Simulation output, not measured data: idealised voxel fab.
process module | voxel capacitor over wiring
cross-section cut | 190 nm wide | cells 5 nm
A cross-section is a grid of square cells, given in bands from the top down. A band is one or more rows of cells.
Each band's line starts with the height of the band's top and of its bottom, in nm. Then come its materials from left to right, each with its width in nm. One material with "throughout" fills the band from edge to edge. "air" is empty space.
Height 0 is the level under which the wafer as received is all one material. The lowest band goes on downwards, as in "0 down".
A width such as "30 to 40" changes by the same amount from each row of cells to the next, from the band's top row to its bottom row.
"no change" after a step means that no cell of the cross-section changed.
closed voids: empty space of 8 cells or more with no open way to the top, each as width x height at its distance from the left edge, in nm
after a step's settings: what the simulator itself notes on the step
overlay nm, on a step with a mask: how far to the right of its planned place the mask lay; to the left if negative
plan
1 op RECEIVE | material Si
2 op CONFORMAL_DEP | material SiO2 | thk nm 10
3 op CONFORMAL_DEP | material SiN | thk nm 5
4 op DIRECTIONAL_DEP | material lowk | thk nm 25
5 op PATTERN | tone open | mask id METAL_1 | material resist | width nm 30 | pitch nm 80 | thk nm 20 | overlay nm 0
6 op DIRECTIONAL_ETCH | etch materials lowk | depth nm 25
7 op DIRECTIONAL_ETCH | etch materials SiN | depth nm 5
8 op STRIP | etch materials resist
9 op CONFORMAL_DEP | material TiN | thk nm 5
10 op FILL_DEP | material Cu | thk nm 5
11 op CMP | height nm 40
12 op CONFORMAL_DEP | material SiCN | thk nm 5
13 op DIRECTIONAL_DEP | material lowk | thk nm 10
14 op MASKED_ETCH | tone open | mask id PLUG_1 | width nm 15 | etch materials lowk | depth nm 10 | overlay nm 0
15 op MASKED_ETCH | tone open | mask id PLUG_1 | width nm 15 | etch materials SiCN | depth nm 5 | overlay nm 0
16 op CONFORMAL_DEP | material TiN | thk nm 5
17 op FILL_DEP | material Ru | thk nm 10
18 op CMP | height nm 55
19 op DIRECTIONAL_DEP | material TiN | thk nm 5
20 op DIRECTIONAL_DEP | material SiN | thk nm 5
21 op DIRECTIONAL_DEP | material TiN | thk nm 10
22 op MASKED_ETCH | tone cover | mask id UPPER_PLATE | width nm 55 | etch materials TiN | depth nm 10 | overlay nm 0
23 op MASKED_ETCH | tone cover | mask id UPPER_PLATE | width nm 55 | etch materials SiN | depth nm 5 | overlay nm 0
24 op MASKED_ETCH | tone cover | mask id LOWER_PLATE | width nm 65 | etch materials TiN | depth nm 5 | overlay nm 0
25 op FILL_DEP | material SiO2 | thk nm 15
26 op CMP | height nm 85
27 op MASKED_ETCH | tone open | mask id PLUG_2 | width nm 15 | etch materials SiO2 | depth nm 10 | overlay nm 0
28 op CONFORMAL_DEP | material TiN | thk nm 5
29 op FILL_DEP | material Ru | thk nm 10
30 op CMP | height nm 85
31 op CONFORMAL_DEP | material SiN | thk nm 5
as received, after step 1
  0 down: Si throughout
  closed voids: none
first wafer at the end, as planned
  90 to 85: SiN throughout
  85 to 80: SiO2 65 | TiN 5 | Ru 5 | TiN 5 | SiO2 110
  80 to 75: SiO2 65 | TiN 15 | SiO2 110
  75 to 65: SiO2 55 | TiN 55 | SiO2 80
  65 to 60: SiO2 55 | SiN 55 | SiO2 80
  60 to 55: SiO2 50 | TiN 65 | SiO2 75
  55 to 45: lowk 55 | TiN 5 | Ru 5 | TiN 5 | lowk 120
  45 to 40: SiCN 55 | TiN 15 | SiCN 120
  40 to 15: lowk 40 | TiN 5 | Cu 20 | TiN 5 | lowk 50 | TiN 5 | Cu 20 | TiN 5 | lowk 40
  15 to 10: SiN 40 | TiN 30 | SiN 50 | TiN 30 | SiN 40
  10 to 0: SiO2 throughout
  0 down: Si throughout
  closed voids: none
second wafer at the end: like start, like plan, one mistake
  90 to 85: SiN throughout
  85 to 80: SiO2 65 | TiN 5 | Ru 5 | TiN 5 | SiO2 110
  80 to 75: SiO2 65 | TiN 15 | SiO2 110
  75 to 65: SiO2 55 | TiN 55 | SiO2 80
  65 to 60: SiO2 55 | SiN 55 | SiO2 80
  60 to 55: SiO2 50 | TiN 65 | SiO2 75
  55 to 45: lowk 55 | TiN 5 | Ru 5 | TiN 5 | lowk 120
  45 to 40: SiCN 55 | TiN 15 | SiCN 120
  40 to 15: lowk 40 | TiN 5 | Cu 25 | TiN 5 | lowk 45 | TiN 5 | Cu 25 | TiN 5 | lowk 35
  15 to 10: SiN 40 | TiN 35 | SiN 45 | TiN 35 | SiN 35
  10 to 0: SiO2 throughout
  0 down: Si throughout
  closed voids: none
what went wrong: step 5 ran as: op PATTERN | tone open | mask id METAL_1 | material resist | width nm 35 | pitch nm 80 | thk nm 20 | overlay nm 0
at the end the second wafer has, in cells: 10 more of Cu | 2 fewer of SiN | 2 more of TiN | 10 fewer of lowk
